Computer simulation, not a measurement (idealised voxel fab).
The following process module bears the name voxel plated lines.
Xsec cut, 285 nm wide, square cell size 5 nm.
Notation: cross-section as square-cell grid; stated in bands, top first, going down; one or more cell rows per band. Band: top height; bottom height; in nm. Then, left to right: material with width in nm, for each material. "everywhere": a single material spanning edge to edge. "air": empty space. Heights are reckoned from 0. Under this level, the received wafer is all of one material. The bottommost band is open-ended downward, for example "0 -> down". Quick explanation for "30->40": the width changes in equal steps down the rows of cells, from the first number in the band's top row to the second number in its bottom row. For the purposes of this document, the phrase "nothing got changed" attached to a step denotes that no cell within the cross-section was modified by that step. Under "Enclosed internal voids" you'll find the enclosed gaps, the ones with no way out to the top, that are 8 cells or bigger; each reads width x height at distance, with distance counted from the left edge, everything in nm. Past the settings on a step's line: simulator remark, on that step. The "overlay nm" setting may appear on a step's line; for a step that uses a mask, it gives how far to the right of its planned position the mask lay, and a negative value indicates the left.

## Planned process steps
- 1: RECEIVE (material Si)
- 2: CONFORMAL_DEP (material Al2O3; thk nm 5)
- 3: DIRECTIONAL_DEP (material TiN; thk nm 5)
- 4: PATTERN (tone open; mask id LINES; material resist; width nm 15; pitch nm 55; thk nm 25; overlay nm 0)
- 5: EPI (material Ru; thk nm 10)
- 6: EPI (material Ru; thk nm 10)
- 7: STRIP (etch materials resist)
- 8: DIRECTIONAL_ETCH (etch materials TiN; depth nm 5)
- 9: CONFORMAL_DEP (material SiCN; thk nm 10)
The value of width nm given for step 4 in the plan refers to the first wafer; the wafers vary in this setting and are alike at the start.

## first wafer as received, after step 1
	0 -> down = Si everywhere
	Enclosed internal voids: none

## Per wafer, end of module: cells gained (+) or lost (-) per material since receipt, then closed voids
width nm 15; +57 Al2O3; +24 Ru; +154 SiCN; +6 TiN; Enclosed internal voids: none
width nm 20; +57 Al2O3; +32 Ru; +154 SiCN; +8 TiN; Enclosed internal voids: none
width nm 25; +57 Al2O3; +40 Ru; +154 SiCN; +10 TiN; Enclosed internal voids: none
width nm 30; +57 Al2O3; +48 Ru; +154 SiCN; +12 TiN; Enclosed internal voids: none
width nm 35; +57 Al2O3; +56 Ru; +154 SiCN; +14 TiN; Enclosed internal voids: none
width nm 40; +57 Al2O3; +64 Ru; +149 SiCN; +16 TiN; Enclosed internal voids: none
